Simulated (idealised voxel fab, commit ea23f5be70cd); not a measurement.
process module | voxel tone inversion
cross-section cut | 255 nm wide | cells 5 nm
A cross-section is a grid of square cells, given in bands from the top down. A band is one or more rows of cells.
Each band's line starts with the height of the band's top and of its bottom, in nm. Then come its materials from left to right, each with its width in nm. One material with "throughout" fills the band from edge to edge. "air" is empty space.
Height 0 is the level under which the wafer as received is all one material. The lowest band goes on downwards, as in "0 down".
A width such as "30 to 40" changes by the same amount from each row of cells to the next, from the band's top row to its bottom row.
"no change" after a step means that no cell of the cross-section changed.
closed voids: empty space of 8 cells or more with no open way to the top, each as width x height at its distance from the left edge, in nm
after a step's settings: what the simulator itself notes on the step
overlay nm, on a step with a mask: how far to the right of its planned place the mask lay; to the left if negative
plan
1 op RECEIVE | material Si
2 op CONFORMAL_DEP | material SiN | thk nm 5
3 op DIRECTIONAL_DEP | material aC | thk nm 20
4 op PATTERN | tone cover | mask id POSTS | material resist | width nm 20 | pitch nm 35 | thk nm 30 | overlay nm 0
5 op DIRECTIONAL_ETCH | etch materials aC | depth nm 20
6 op STRIP | etch materials resist
7 op FILL_DEP | material SiO2 | thk nm 5
8 op CMP | height nm 25
9 op STRIP | etch materials aC
10 op CONFORMAL_DEP | material TiN | thk nm 5
11 op FILL_DEP | material W | thk nm 5
12 op CMP | height nm 25
13 op CONFORMAL_DEP | material SiN | thk nm 5
first wafer, as planned
as received, after step 1
  0 down: Si throughout
  closed voids: none
after step 2
  5 to 0: SiN throughout
  below 0: unchanged
after step 3
  25 to 5: aC throughout
  below 5: unchanged
after step 4
  55 to 25: air 80 | resist 20 | air 15 | resist 20 | air 15 | resist 20 | air 85
  below 25: unchanged
after step 5
  35 to 25: air 80 | resist 20 | air 15 | resist 20 | air 15 | resist 20 | air 85
  25 to 5: air 80 | aC 20 | air 15 | aC 20 | air 15 | aC 20 | air 85
  below 5: unchanged
after step 6
  25 to 5: air 80 | aC 20 | air 15 | aC 20 | air 15 | aC 20 | air 85
  below 5: unchanged
after step 7
  30 to 25: SiO2 throughout
  25 to 5: SiO2 80 | aC 20 | SiO2 15 | aC 20 | SiO2 15 | aC 20 | SiO2 85
  below 5: unchanged
after step 8
  25 to 5: SiO2 80 | aC 20 | SiO2 15 | aC 20 | SiO2 15 | aC 20 | SiO2 85
  below 5: unchanged
after step 9
  25 to 5: SiO2 80 | air 20 | SiO2 15 | air 20 | SiO2 15 | air 20 | SiO2 85
  below 5: unchanged
after step 10
  30 to 25: TiN 85 | air 10 | TiN 25 | air 10 | TiN 25 | air 10 | TiN 90
  25 to 10: SiO2 80 | TiN 5 | air 10 | TiN 5 | SiO2 15 | TiN 5 | air 10 | TiN 5 | SiO2 15 | TiN 5 | air 10 | TiN 5 | SiO2 85
  10 to 5: SiO2 80 | TiN 20 | SiO2 15 | TiN 20 | SiO2 15 | TiN 20 | SiO2 85
  below 5: unchanged
after step 11
  35 to 30: W throughout
  30 to 25: TiN 85 | W 10 | TiN 25 | W 10 | TiN 25 | W 10 | TiN 90
  25 to 10: SiO2 80 | TiN 5 | W 10 | TiN 5 | SiO2 15 | TiN 5 | W 10 | TiN 5 | SiO2 15 | TiN 5 | W 10 | TiN 5 | SiO2 85
  below 10: unchanged
after step 12
  25 to 10: SiO2 80 | TiN 5 | W 10 | TiN 5 | SiO2 15 | TiN 5 | W 10 | TiN 5 | SiO2 15 | TiN 5 | W 10 | TiN 5 | SiO2 85
  below 10: unchanged
after step 13
  30 to 25: SiN throughout
  below 25: unchanged
second wafer: like start, like plan, one mistake. Through step 2 it matches the first wafer
when step 3 should have ended
  25 to 0: SiN throughout
  below 0: unchanged
when step 4 should have ended
  55 to 25: air 80 | resist 20 | air 15 | resist 20 | air 15 | resist 20 | air 85
  below 25: unchanged
when step 5 should have ended
  35 to 25: air 80 | resist 20 | air 15 | resist 20 | air 15 | resist 20 | air 85
  below 25: unchanged
when step 6 should have ended
  25 to 0: SiN throughout
  below 0: unchanged
when step 7 should have ended
  30 to 25: SiO2 throughout
  below 25: unchanged
when step 8 should have ended
  25 to 0: SiN throughout
  below 0: unchanged
when step 9 should have ended: no change
when step 10 should have ended
  30 to 25: TiN throughout
  below 25: unchanged
when step 11 should have ended
  35 to 30: W throughout
  below 30: unchanged
when step 12 should have ended
  25 to 0: SiN throughout
  below 0: unchanged
when step 13 should have ended
  30 to 0: SiN throughout
  below 0: unchanged
what went wrong: step 3 ran as: op DIRECTIONAL_DEP | material SiN | thk nm 20
at the end the second wafer has, in cells: 204 more of SiN | 156 fewer of SiO2 | 30 fewer of TiN | 18 fewer of W
